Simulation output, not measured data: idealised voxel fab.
Title: Process Module voxel capacitor over wiring
Pictured: cross-section cut, 295 nm wide, on a grid of 5 nm square cells.
Heads up, the way a cross-section reads in here is a grid of square cells, handed over as bands from the top down, with every band being one or more rows of cells.
Basically the band line says how high the top is and how high the bottom is, in nm, and then what's in it from left to right, every material with its width in nm. Empty space shows up as "blank", and if a single material carries "edge to edge" it runs the full band edge to edge.
Height reference: 0 = level under which incoming wafer is all one material. Lowest band: no bottom, runs on downward, e.g. "0 and below".
It should be noted that a width expressed as "30..40" varies in equal increments from row to row of cells within the band, taking the value of the first number at the top row and that of the second number at the bottom row.
No cell of the cross-section changed in a step that is given as "identical to before".
"Sealed void list" means: voids of 8 cells or more that are shut off from the top with no open way through. Written width x height at distance, distance from the left edge, in nm.
Anything after a step's settings on that line? It's the simulator's own note about the step.
If you see "overlay nm" on a step's line and that step has a mask, it's telling you how far right of where it was planned the mask ended up; a negative number means it went left instead.
Below is the list of planned process steps:
| 1 | RECEIVE (material Si) |
| 2 | CONFORMAL_DEP (material SiO2; thk nm 10) |
| 3 | CONFORMAL_DEP (material SiN; thk nm 5) |
| 4 | DIRECTIONAL_DEP (material SiO2; thk nm 20) |
| 5 | PATTERN (tone open; mask id METAL_1; material resist; width nm 20; pitch nm 90; thk nm 15; overlay nm 0) |
| 6 | DIRECTIONAL_ETCH (etch materials SiO2; depth nm 20) |
| 7 | DIRECTIONAL_ETCH (etch materials SiN; depth nm 5) |
| 8 | STRIP (etch materials resist) |
| 9 | CONFORMAL_DEP (material TiN; thk nm 5) |
| 10 | FILL_DEP (material W; thk nm 5) |
| 11 | CMP (height nm 35) |
| 12 | CONFORMAL_DEP (material SiCN; thk nm 5) |
| 13 | DIRECTIONAL_DEP (material lowk; thk nm 10) |
| 14 | PATTERN (tone open; mask id PLUG_1; material resist; width nm 15; thk nm 15; overlay nm 0) |
| 15 | DIRECTIONAL_ETCH (etch materials lowk; depth nm 10) |
| 16 | DIRECTIONAL_ETCH (etch materials SiCN; depth nm 5) |
| 17 | STRIP (etch materials resist) |
| 18 | CONFORMAL_DEP (material TiN; thk nm 5) |
| 19 | FILL_DEP (material W; thk nm 10) |
| 20 | CMP (height nm 50) |
| 21 | DIRECTIONAL_DEP (material TiN; thk nm 10) |
| 22 | DIRECTIONAL_DEP (material Al2O3; thk nm 5) |
| 23 | DIRECTIONAL_DEP (material TiN; thk nm 5) |
| 24 | DIRECTIONAL_DEP (material aC; thk nm 15) |
| 25 | PATTERN (tone cover; mask id UPPER_PLATE; material resist; width nm 75; thk nm 35; overlay nm 0) |
| 26 | DIRECTIONAL_ETCH (etch materials aC; depth nm 15) |
| 27 | STRIP (etch materials resist) |
| 28 | DIRECTIONAL_ETCH (etch materials TiN; depth nm 5) |
| 29 | DIRECTIONAL_ETCH (etch materials Al2O3; depth nm 5) |
| 30 | STRIP (etch materials aC) |
| 31 | PATTERN (tone cover; mask id LOWER_PLATE; material resist; width nm 85; thk nm 20; overlay nm 0) |
| 32 | DIRECTIONAL_ETCH (etch materials TiN; depth nm 10) |
| 33 | STRIP (etch materials resist) |
| 34 | FILL_DEP (material SiO2; thk nm 20) |
| 35 | CMP (height nm 85) |
| 36 | PATTERN (tone open; mask id PLUG_2; material resist; width nm 15; thk nm 20; overlay nm 0) |
| 37 | DIRECTIONAL_ETCH (etch materials SiO2; depth nm 15) |
| 38 | STRIP (etch materials resist) |
| 39 | CONFORMAL_DEP (material TiN; thk nm 5) |
| 40 | FILL_DEP (material W; thk nm 10) |
| 41 | CMP (height nm 85) |
| 42 | CONFORMAL_DEP (material SiN; thk nm 5) |
as received, after step 1:
	0 and below = Si edge to edge
	Sealed void list: none
End-of-module XS, first of two wafers, run as planned:
	90 down to 85 = SiN edge to edge
	85 down to 75 = 105 nm SiO2; 5 nm TiN; 5 nm W; 5 nm TiN; 175 nm SiO2
	75 down to 65 = 105..95 nm SiO2; 15..75 nm TiN; 175..125 nm SiO2
	65 down to 60 = 95 nm SiO2; 75 nm Al2O3; 125 nm SiO2
	60 down to 50 = 90 nm SiO2; 85 nm TiN; 120 nm SiO2
	50 down to 40 = 95 nm lowk; 5 nm TiN; 5 nm W; 5 nm TiN; 185 nm lowk
	40 down to 35 = 95 nm SiCN; 15 nm TiN; 185 nm SiCN
	35 down to 15 = 90 nm SiO2; 5 nm TiN; 10 nm W; 5 nm TiN; 70 nm SiO2; 5 nm TiN; 10 nm W; 5 nm TiN; 95 nm SiO2
	15 down to 10 = 90 nm SiN; 20 nm TiN; 70 nm SiN; 20 nm TiN; 95 nm SiN
	10 down to 0 = SiO2 edge to edge
	0 and below = Si edge to edge
	Sealed void list: none
End-of-module cross-section of the second wafer: identical starting point and process plan to the first, with one processing mistake:
	90 down to 85 = SiN edge to edge
	85 down to 75 = 105 nm SiO2; 5 nm TiN; 5 nm W; 5 nm TiN; 175 nm SiO2
	75 down to 65 = 105..95 nm SiO2; 15..75 nm TiN; 175..125 nm SiO2
	65 down to 60 = 95 nm SiO2; 75 nm Al2O3; 125 nm SiO2
	60 down to 50 = 90 nm SiO2; 85 nm TiN; 120 nm SiO2
	50 down to 40 = 105 nm lowk; 5 nm TiN; 5 nm W; 5 nm TiN; 175 nm lowk
	40 down to 35 = 105 nm SiCN; 15 nm TiN; 175 nm SiCN
	35 down to 15 = 90 nm SiO2; 5 nm TiN; 10 nm W; 5 nm TiN; 70 nm SiO2; 5 nm TiN; 10 nm W; 5 nm TiN; 95 nm SiO2
	15 down to 10 = 90 nm SiN; 20 nm TiN; 70 nm SiN; 20 nm TiN; 95 nm SiN
	10 down to 0 = SiO2 edge to edge
	0 and below = Si edge to edge
	Sealed void list: none
What was the processing mistake? step 14 did not use the planned setting and instead ran as PATTERN (tone open; mask id PLUG_1; material resist; width nm 15; thk nm 15; overlay nm 10)
If you tally the cells, the second wafer ends up with the same amount of every material as the first; it's all just sitting in different places.
